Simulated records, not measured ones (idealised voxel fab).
Presented below is a process module, voxel ribs on slabs.
Cross-section cut spans 260 nm and uses square cells 5 nm in size.
Bands, listed from the top down, are how a cross-section gets written in this document; the cross-section itself is a grid of square cells, and a band is one or more rows of them. Each band's line starts with the height of the band's top and of its bottom, in nm. Then come its materials from left to right, each with its width in nm. One material with "everywhere" fills the band from edge to edge. "blank" is empty space. Height 0 is the level under which the wafer as received is all one material. The lowest band goes on downwards, as in "0 nm and below". When a width is written as two numbers, as in "30->40", the first number is the width in the top row of cells of the band and the second is the width in its bottom row, and the width changes by the same amount from each row to the next. Take "no alterations made" at face value: in the step it is given for, the cross-section changed in none of its cells. Entry "Trapped cavities". Content: empty spaces with no open connection to the top, size 8 cells or greater. Each: width x height at distance. Distance: from left edge. Unit: nm. Note: text after step settings on the step line = simulator remark on that step. "overlay nm", when on a step's line for a step with a mask, measures how far to the right of its planned place the mask lay; a negative measure means to the left.

The process steps that were planned are listed below:
| 1 | RECEIVE: material Si |
| 2 | DIRECTIONAL_DEP: material SiO2, thk nm 25 |
| 3 | DIRECTIONAL_DEP: material SiN, thk nm 20 |
| 4 | DIRECTIONAL_DEP: material aC, thk nm 15 |
| 5 | PATTERN: tone cover, mask id RIB, material resist, width nm 25, thk nm 30, overlay nm 0 |
| 6 | DIRECTIONAL_ETCH: etch materials aC, depth nm 15 |
| 7 | STRIP: etch materials resist |
| 8 | DIRECTIONAL_ETCH: etch materials SiN, depth nm 15 |
| 9 | STRIP: etch materials aC |
| 10 | DIRECTIONAL_DEP: material aC, thk nm 10 |
| 11 | PATTERN: tone cover, mask id SLAB, material resist, width nm 75, thk nm 30, overlay nm 0 |
| 12 | DIRECTIONAL_ETCH: etch materials aC, depth nm 10 |
| 13 | STRIP: etch materials resist |
| 14 | DIRECTIONAL_ETCH: etch materials SiN, depth nm 5 |
| 15 | STRIP: etch materials aC |
| 16 | FILL_DEP: material SiO2, thk nm 25 |
| 17 | CMP: height nm 65 |
| 18 | DIRECTIONAL_DEP: material TiN, thk nm 10 |
| 19 | MASKED_ETCH: tone cover, mask id HEATER, width nm 35, etch materials TiN, depth nm 10, overlay nm 0 |
| 20 | CONFORMAL_DEP: material SiO2, thk nm 5 |

Here's what the wafer looked like in cross-section when it arrived - that's after step 1:
    0 nm and below = Si everywhere
    Trapped cavities: none

First of two wafers, end-of-module section, run followed plan:
    80 nm to 75 nm = blank=105 / SiO2=45 / blank=110
    75 nm to 70 nm = blank=105 / SiO2=5 / TiN=35 / SiO2=5 / blank=110
    70 nm to 65 nm = SiO2=110 / TiN=35 / SiO2=115
    65 nm to 45 nm = SiO2 everywhere
    45 nm to 30 nm = SiO2=115 / SiN=25 / SiO2=120
    30 nm to 25 nm = SiO2=90 / SiN=75 / SiO2=95
    25 nm to 0 nm = SiO2 everywhere
    0 nm and below = Si everywhere
    Trapped cavities: none

Wafer two, end of module, cross-section. Same start, same plan as wafer one. One mistake in the run:
    80 nm to 75 nm = blank=105 / SiO2=45 / blank=110
    75 nm to 70 nm = blank=105 / SiO2=5 / TiN=35 / SiO2=5 / blank=110
    70 nm to 65 nm = SiO2=110 / TiN=35 / SiO2=115
    65 nm to 45 nm = SiO2 everywhere
    45 nm to 30 nm = SiO2=110 / SiN=25 / SiO2=125
    30 nm to 25 nm = SiO2=90 / SiN=75 / SiO2=95
    25 nm to 0 nm = SiO2 everywhere
    0 nm and below = Si everywhere
    Trapped cavities: none
What was done differently from what was planned? step 5 ran differently from the plan; actual operation with settings: PATTERN: tone cover, mask id RIB, material resist, width nm 25, thk nm 30, overlay nm -5
At the close, every material occupies the same number of cells on the second wafer as on the first, only in different positions.
